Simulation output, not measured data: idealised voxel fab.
A process module follows: voxel ribs on slabs.
Pictured: cross-section cut, 290 nm wide, on a grid of 5 nm square cells.
Each cross-section below is a grid of square cells, stated as bands in top-down order, with one or more rows of cells making up each band.
In this notation a band is specified by the heights of its top and bottom, in that order and in nm, after which its materials appear from left to right, each paired with its width in nm. The word "throughout" attached to a single material means that material fills the band from edge to edge; the word "empty" stands for empty space.
Ref level 0: as-received wafer is one material below here. Bottom band extends down with no lower bound ("from 0 down").
A width given as "30 to 40" starts at the first number in the band's top row and ends at the second number in its bottom row, shifting by an equal amount at every step from row to row.
"nothing different" (step): cross-section cells unchanged, all of them.
"Enclosed void list" - sealed voids, min. 8 cells, no opening to top; format: width x height at distance (distance from left edge; nm throughout).
It should be noted that, on the line of a given step, the content following the step's settings is a remark produced by the simulator itself with respect to that step.
overlay nm: mask right of planned place by this much (step with mask). Neg. = left.
Note on reading: below, each pair holds a cross-section from before one process step and one from after it; the one from after shows only down to the lowest band that changed. Beneath the pair, the step in between is stated along with its settings. The pairs can stem from different runs of this module on the same starting wafer. Where a pair's entry headed "Pre-process" says so, and only there, that pair continues from the pair above it.
## Pre-process
- from 0 down: Si throughout
- Enclosed void list: none
## State After Step
- from 25 to 0: SiO2 throughout
- Rest of section, below 0: as before.
- Enclosed void list: none
Transition step, before and after shown above: DIRECTIONAL_DEP with material SiO2, thk nm 25
Pre-process: just use the after drawing of the pair above as your starting point.
## State After Step
- from 50 to 25: polySi throughout
- Rest of section, below 25: as before.
- Enclosed void list: none
Transition step, before and after shown above: DIRECTIONAL_DEP with material polySi, thk nm 25
Pre-process: just use the after drawing of the pair above as your starting point.
## State After Step
- from 70 to 50: empty 130 nm, then resist 30 nm, then empty 130 nm
- Rest of section, below 50: as before.
- Enclosed void list: none
Transition step, before and after shown above: PATTERN with tone cover, mask id RIB, material resist, width nm 30, thk nm 20, overlay nm 0
Pre-process: just use the after drawing of the pair above as your starting point.
## State After Step
- from 70 to 50: empty 130 nm, then resist 30 nm, then empty 130 nm
- from 50 to 40: empty 130 nm, then polySi 30 nm, then empty 130 nm
- Rest of section, below 40: as before.
- Enclosed void list: none
Transition step, before and after shown above: DIRECTIONAL_ETCH with etch materials polySi, depth nm 10
Pre-process: just use the after drawing of the pair above as your starting point.
## State After Step
- from 50 to 40: empty 130 nm, then polySi 30 nm, then empty 130 nm
- Rest of section, below 40: as before.
- Enclosed void list: none
Transition step, before and after shown above: STRIP with etch materials resist
Pre-process: just use the after drawing of the pair above as your starting point.
## State After Step
- from 50 to 40: empty 130 nm, then polySi 30 nm, then empty 130 nm
- from 40 to 25: empty 100 nm, then polySi 90 nm, then empty 100 nm
- Rest of section, below 25: as before.
- Enclosed void list: none
Transition step, before and after shown above: MASKED_ETCH with tone cover, mask id SLAB, width nm 90, etch materials polySi, depth nm 15, overlay nm 0
Pre-process: just use the after drawing of the pair above as your starting point.
## State After Step
- from 75 to 50: SiO2 throughout
- from 50 to 40: SiO2 130 nm, then polySi 30 nm, then SiO2 130 nm
- from 40 to 25: SiO2 100 nm, then polySi 90 nm, then SiO2 100 nm
- Rest of section, below 25: as before.
- Enclosed void list: none
Transition step, before and after shown above: FILL_DEP with material SiO2, thk nm 25
Pre-process: just use the after drawing of the pair above as your starting point.
## State After Step
- from 70 to 50: SiO2 throughout
- Rest of section, below 50: as before.
- Enclosed void list: none
Transition step, before and after shown above: CMP with height nm 70
Pre-process: just use the after drawing of the pair above as your starting point.
## State After Step
- from 75 to 70: TiN throughout
- Rest of section, below 70: as before.
- Enclosed void list: none
Transition step, before and after shown above: DIRECTIONAL_DEP with material TiN, thk nm 5
Pre-process: just use the after drawing of the pair above as your starting point.
## State After Step
- from 75 to 70: empty 125 nm, then TiN 40 nm, then empty 125 nm
- Rest of section, below 70: as before.
- Enclosed void list: none
Transition step, before and after shown above: MASKED_ETCH with tone cover, mask id HEATER, width nm 40, etch materials TiN, depth nm 5, overlay nm 0
Pre-process: just use the after drawing of the pair above as your starting point.
## State After Step
- from 80 to 75: empty 120 nm, then SiO2 50 nm, then empty 120 nm
- from 75 to 70: SiO2 125 nm, then TiN 40 nm, then SiO2 125 nm
- Rest of section, below 70: as before.
- Enclosed void list: none
Transition step, before and after shown above: CONFORMAL_DEP with material SiO2, thk nm 5
## Pre-process
- from 50 to 25: polySi throughout
- from 25 to 0: SiO2 throughout
- from 0 down: Si throughout
- Enclosed void list: none
## State After Step
- from 75 to 25: polySi throughout
- Rest of section, below 25: as before.
- Enclosed void list: none
Transition step, before and after shown above: DIRECTIONAL_DEP with material polySi, thk nm 25
Pre-process: just use the after drawing of the pair above as your starting point.
## State After Step
- from 95 to 75: empty 130 nm, then resist 30 nm, then empty 130 nm
- Rest of section, below 75: as before.
- Enclosed void list: none
Transition step, before and after shown above: PATTERN with tone cover, mask id RIB, material resist, width nm 30, thk nm 20, overlay nm 0
Pre-process: just use the after drawing of the pair above as your starting point.
## State After Step
- from 95 to 75: empty 130 nm, then resist 30 nm, then empty 130 nm
- from 75 to 65: empty 130 nm, then polySi 30 nm, then empty 130 nm
- Rest of section, below 65: as before.
- Enclosed void list: none
Transition step, before and after shown above: DIRECTIONAL_ETCH with etch materials polySi, depth nm 10
Pre-process: just use the after drawing of the pair above as your starting point.
## State After Step
- from 75 to 65: empty 130 nm, then polySi 30 nm, then empty 130 nm
- Rest of section, below 65: as before.
- Enclosed void list: none
Transition step, before and after shown above: STRIP with etch materials resist
Pre-process: just use the after drawing of the pair above as your starting point.
## State After Step
- from 75 to 65: empty 130 nm, then polySi 30 nm, then empty 130 nm
- from 65 to 50: empty 100 nm, then polySi 90 nm, then empty 100 nm
- Rest of section, below 50: as before.
- Enclosed void list: none
Transition step, before and after shown above: MASKED_ETCH with tone cover, mask id SLAB, width nm 90, etch materials polySi, depth nm 15, overlay nm 0
Pre-process: just use the after drawing of the pair above as your starting point.
## State After Step
- from 100 to 75: SiO2 throughout
- from 75 to 65: SiO2 130 nm, then polySi 30 nm, then SiO2 130 nm
- from 65 to 50: SiO2 100 nm, then polySi 90 nm, then SiO2 100 nm
- Rest of section, below 50: as before.
- Enclosed void list: none
Transition step, before and after shown above: FILL_DEP with material SiO2, thk nm 25
Pre-process: just use the after drawing of the pair above as your starting point.
## State After Step
- from 70 to 65: SiO2 130 nm, then polySi 30 nm, then SiO2 130 nm
- Rest of section, below 65: as before.
- Enclosed void list: none
Transition step, before and after shown above: CMP with height nm 70
Pre-process: just use the after drawing of the pair above as your starting point.
## State After Step
- from 75 to 70: TiN throughout
- Rest of section, below 70: as before.
- Enclosed void list: none
Transition step, before and after shown above: DIRECTIONAL_DEP with material TiN, thk nm 5
Pre-process: just use the after drawing of the pair above as your starting point.
## State After Step
- from 75 to 70: empty 125 nm, then TiN 40 nm, then empty 125 nm
- Rest of section, below 70: as before.
- Enclosed void list: none
Transition step, before and after shown above: MASKED_ETCH with tone cover, mask id HEATER, width nm 40, etch materials TiN, depth nm 5, overlay nm 0
Pre-process: just use the after drawing of the pair above as your starting point.
## State After Step
- from 80 to 75: empty 120 nm, then SiO2 50 nm, then empty 120 nm
- from 75 to 70: SiO2 125 nm, then TiN 40 nm, then SiO2 125 nm
- Rest of section, below 70: as before.
- Enclosed void list: none
Transition step, before and after shown above: CONFORMAL_DEP with material SiO2, thk nm 5
## Pre-process
- from 0 down: Si throughout
- Enclosed void list: none
## State After Step
- from 25 to 0: polySi throughout
- Rest of section, below 0: as before.
- Enclosed void list: none
Transition step, before and after shown above: DIRECTIONAL_DEP with material polySi, thk nm 25
Pre-process: just use the after drawing of the pair above as your starting point.
## State After Step
- from 50 to 25: SiO2 throughout
- Rest of section, below 25: as before.
- Enclosed void list: none
Transition step, before and after shown above: DIRECTIONAL_DEP with material SiO2, thk nm 25
Pre-process: just use the after drawing of the pair above as your starting point.
## State After Step
- from 70 to 50: empty 130 nm, then resist 30 nm, then empty 130 nm
- Rest of section, below 50: as before.
- Enclosed void list: none
Transition step, before and after shown above: PATTERN with tone cover, mask id RIB, material resist, width nm 30, thk nm 20, overlay nm 0
Pre-process: just use the after drawing of the pair above as your starting point.
## State After Step
- from 50 to 25: SiO2 throughout
- Rest of section, below 25: as before.
- Enclosed void list: none
Transition step, before and after shown above: STRIP with etch materials resist
Pre-process: just use the after drawing of the pair above as your starting point.
## State After Step
- from 75 to 25: SiO2 throughout
- Rest of section, below 25: as before.
- Enclosed void list: none
Transition step, before and after shown above: FILL_DEP with material SiO2, thk nm 25
Pre-process: just use the after drawing of the pair above as your starting point.
## State After Step
- from 70 to 25: SiO2 throughout
- Rest of section, below 25: as before.
- Enclosed void list: none
Transition step, before and after shown above: CMP with height nm 70
Pre-process: just use the after drawing of the pair above as your starting point.
## State After Step
- from 75 to 70: TiN throughout
- Rest of section, below 70: as before.
- Enclosed void list: none
Transition step, before and after shown above: DIRECTIONAL_DEP with material TiN, thk nm 5
Pre-process: just use the after drawing of the pair above as your starting point.
## State After Step
- from 75 to 70: empty 125 nm, then TiN 40 nm, then empty 125 nm
- Rest of section, below 70: as before.
- Enclosed void list: none
Transition step, before and after shown above: MASKED_ETCH with tone cover, mask id HEATER, width nm 40, etch materials TiN, depth nm 5, overlay nm 0
Pre-process: just use the after drawing of the pair above as your starting point.
## State After Step
- from 80 to 75: empty 120 nm, then SiO2 50 nm, then empty 120 nm
- from 75 to 70: SiO2 125 nm, then TiN 40 nm, then SiO2 125 nm
- Rest of section, below 70: as before.
- Enclosed void list: none
Transition step, before and after shown above: CONFORMAL_DEP with material SiO2, thk nm 5
## Pre-process
- from 50 to 40: empty 130 nm, then polySi 30 nm, then empty 130 nm
- from 40 to 25: polySi throughout
- from 25 to 0: SiO2 throughout
- from 0 down: Si throughout
- Enclosed void list: none
## State After Step
- from 50 to 40: empty 130 nm, then polySi 30 nm, then empty 130 nm
- from 40 to 30: empty 100 nm, then polySi 90 nm, then empty 100 nm
- Rest of section, below 30: as before.
- Enclosed void list: none
Transition step, before and after shown above: MASKED_ETCH with tone cover, mask id SLAB, width nm 90, etch materials polySi, depth nm 10, overlay nm 0
Pre-process: just use the after drawing of the pair above as your starting point.
## State After Step
- from 75 to 50: SiO2 throughout
- from 50 to 40: SiO2 130 nm, then polySi 30 nm, then SiO2 130 nm
- from 40 to 30: SiO2 100 nm, then polySi 90 nm, then SiO2 100 nm
- Rest of section, below 30: as before.
- Enclosed void list: none
Transition step, before and after shown above: FILL_DEP with material SiO2, thk nm 25
Pre-process: just use the after drawing of the pair above as your starting point.
## State After Step
- from 70 to 50: SiO2 throughout
- Rest of section, below 50: as before.
- Enclosed void list: none
Transition step, before and after shown above: CMP with height nm 70
Pre-process: just use the after drawing of the pair above as your starting point.
## State After Step
- from 75 to 70: TiN throughout
- Rest of section, below 70: as before.
- Enclosed void list: none
Transition step, before and after shown above: DIRECTIONAL_DEP with material TiN, thk nm 5
Pre-process: just use the after drawing of the pair above as your starting point.
## State After Step
- from 75 to 70: empty 125 nm, then TiN 40 nm, then empty 125 nm
- Rest of section, below 70: as before.
- Enclosed void list: none
Transition step, before and after shown above: MASKED_ETCH with tone cover, mask id HEATER, width nm 40, etch materials TiN, depth nm 5, overlay nm 0
Pre-process: just use the after drawing of the pair above as your starting point.
## State After Step
- from 80 to 75: empty 120 nm, then SiO2 50 nm, then empty 120 nm
- from 75 to 70: SiO2 125 nm, then TiN 40 nm, then SiO2 125 nm
- Rest of section, below 70: as before.
- Enclosed void list: none
Transition step, before and after shown above: CONFORMAL_DEP with material SiO2, thk nm 5
## Pre-process
- from 75 to 70: TiN throughout
- from 70 to 50: SiO2 throughout
- from 50 to 40: SiO2 130 nm, then polySi 30 nm, then SiO2 130 nm
- from 40 to 25: SiO2 100 nm, then polySi 90 nm, then SiO2 100 nm
- from 25 to 0: SiO2 throughout
- from 0 down: Si throughout
- Enclosed void list: none
## State After Step
- from 75 to 70: empty 130 nm, then TiN 35 nm, then empty 125 nm
- Rest of section, below 70: as before.
- Enclosed void list: none
Transition step, before and after shown above: MASKED_ETCH with tone cover, mask id HEATER, width nm 35, etch materials TiN, depth nm 5, overlay nm 0
Pre-process: just use the after drawing of the pair above as your starting point.
## State After Step
- from 80 to 75: empty 125 nm, then SiO2 45 nm, then empty 120 nm
- from 75 to 70: SiO2 130 nm, then TiN 35 nm, then SiO2 125 nm
- Rest of section, below 70: as before.
- Enclosed void list: none
Transition step, before and after shown above: CONFORMAL_DEP with material SiO2, thk nm 5
## Pre-process
- from 50 to 25: polySi throughout
- from 25 to 0: SiO2 throughout
- from 0 down: Si throughout
- Enclosed void list: none
## State After Step
- from 70 to 50: empty 120 nm, then resist 30 nm, then empty 140 nm
- Rest of section, below 50: as before.
- Enclosed void list: none
Transition step, before and after shown above: PATTERN with tone cover, mask id RIB, material resist, width nm 30, thk nm 20, overlay nm -10
Pre-process: just use the after drawing of the pair above as your starting point.
## State After Step
- from 70 to 50: empty 120 nm, then resist 30 nm, then empty 140 nm
- from 50 to 40: empty 120 nm, then polySi 30 nm, then empty 140 nm
- Rest of section, below 40: as before.
- Enclosed void list: none
Transition step, before and after shown above: DIRECTIONAL_ETCH with etch materials polySi, depth nm 10
Pre-process: just use the after drawing of the pair above as your starting point.
## State After Step
- from 50 to 40: empty 120 nm, then polySi 30 nm, then empty 140 nm
- Rest of section, below 40: as before.
- Enclosed void list: none
Transition step, before and after shown above: STRIP with etch materials resist
Pre-process: just use the after drawing of the pair above as your starting point.
## State After Step
- from 50 to 40: empty 120 nm, then polySi 30 nm, then empty 140 nm
- from 40 to 25: empty 100 nm, then polySi 90 nm, then empty 100 nm
- Rest of section, below 25: as before.
- Enclosed void list: none
Transition step, before and after shown above: MASKED_ETCH with tone cover, mask id SLAB, width nm 90, etch materials polySi, depth nm 15, overlay nm 0
Pre-process: just use the after drawing of the pair above as your starting point.
## State After Step
- from 75 to 50: SiO2 throughout
- from 50 to 40: SiO2 120 nm, then polySi 30 nm, then SiO2 140 nm
- from 40 to 25: SiO2 100 nm, then polySi 90 nm, then SiO2 100 nm
- Rest of section, below 25: as before.
- Enclosed void list: none
Transition step, before and after shown above: FILL_DEP with material SiO2, thk nm 25
Pre-process: just use the after drawing of the pair above as your starting point.
## State After Step
- from 70 to 50: SiO2 throughout
- Rest of section, below 50: as before.
- Enclosed void list: none
Transition step, before and after shown above: CMP with height nm 70
Pre-process: just use the after drawing of the pair above as your starting point.
## State After Step
- from 75 to 70: TiN throughout
- Rest of section, below 70: as before.
- Enclosed void list: none
Transition step, before and after shown above: DIRECTIONAL_DEP with material TiN, thk nm 5
Pre-process: just use the after drawing of the pair above as your starting point.
## State After Step
- from 75 to 70: empty 125 nm, then TiN 40 nm, then empty 125 nm
- Rest of section, below 70: as before.
- Enclosed void list: none
Transition step, before and after shown above: MASKED_ETCH with tone cover, mask id HEATER, width nm 40, etch materials TiN, depth nm 5, overlay nm 0
Pre-process: just use the after drawing of the pair above as your starting point.
## State After Step
- from 80 to 75: empty 120 nm, then SiO2 50 nm, then empty 120 nm
- from 75 to 70: SiO2 125 nm, then TiN 40 nm, then SiO2 125 nm
- Rest of section, below 70: as before.
- Enclosed void list: none
Transition step, before and after shown above: CONFORMAL_DEP with material SiO2, thk nm 5
## Pre-process
- from 50 to 40: empty 130 nm, then polySi 30 nm, then empty 130 nm
- from 40 to 25: empty 100 nm, then polySi 90 nm, then empty 100 nm
- from 25 to 0: SiO2 throughout
- from 0 down: Si throughout
- Enclosed void list: none
## State After Step
- from 75 to 25: polySi throughout
- Rest of section, below 25: as before.
- Enclosed void list: none
Transition step, before and after shown above: FILL_DEP with material polySi, thk nm 25
Pre-process: just use the after drawing of the pair above as your starting point.
## State After Step
- from 70 to 25: polySi throughout
- Rest of section, below 25: as before.
- Enclosed void list: none
Transition step, before and after shown above: CMP with height nm 70
Pre-process: just use the after drawing of the pair above as your starting point.
## State After Step
- from 75 to 70: TiN throughout
- Rest of section, below 70: as before.
- Enclosed void list: none
Transition step, before and after shown above: DIRECTIONAL_DEP with material TiN, thk nm 5
Pre-process: just use the after drawing of the pair above as your starting point.
## State After Step
- from 75 to 70: empty 125 nm, then TiN 40 nm, then empty 125 nm
- Rest of section, below 70: as before.
- Enclosed void list: none
Transition step, before and after shown above: MASKED_ETCH with tone cover, mask id HEATER, width nm 40, etch materials TiN, depth nm 5, overlay nm 0
Pre-process: just use the after drawing of the pair above as your starting point.
## State After Step
- from 80 to 75: empty 120 nm, then SiO2 50 nm, then empty 120 nm
- from 75 to 70: SiO2 125 nm, then TiN 40 nm, then SiO2 125 nm
- Rest of section, below 70: as before.
- Enclosed void list: none
Transition step, before and after shown above: CONFORMAL_DEP with material SiO2, thk nm 5
## Pre-process
- from 75 to 70: TiN throughout
- from 70 to 50: SiO2 throughout
- from 50 to 40: SiO2 130 nm, then polySi 30 nm, then SiO2 130 nm
- from 40 to 25: SiO2 100 nm, then polySi 90 nm, then SiO2 100 nm
- from 25 to 0: SiO2 throughout
- from 0 down: Si throughout
- Enclosed void list: none
## State After Step
- from 75 to 70: TiN 125 nm, then empty 40 nm, then TiN 125 nm
- Rest of section, below 70: as before.
- Enclosed void list: none
Transition step, before and after shown above: MASKED_ETCH with tone open, mask id HEATER, width nm 40, etch materials TiN, depth nm 5, overlay nm 0
Pre-process: just use the after drawing of the pair above as your starting point.
## State After Step
- from 80 to 75: SiO2 130 nm, then empty 30 nm, then SiO2 130 nm
- from 75 to 70: TiN 125 nm, then SiO2 40 nm, then TiN 125 nm
- Rest of section, below 70: as before.
- Enclosed void list: none
Transition step, before and after shown above: CONFORMAL_DEP with material SiO2, thk nm 5
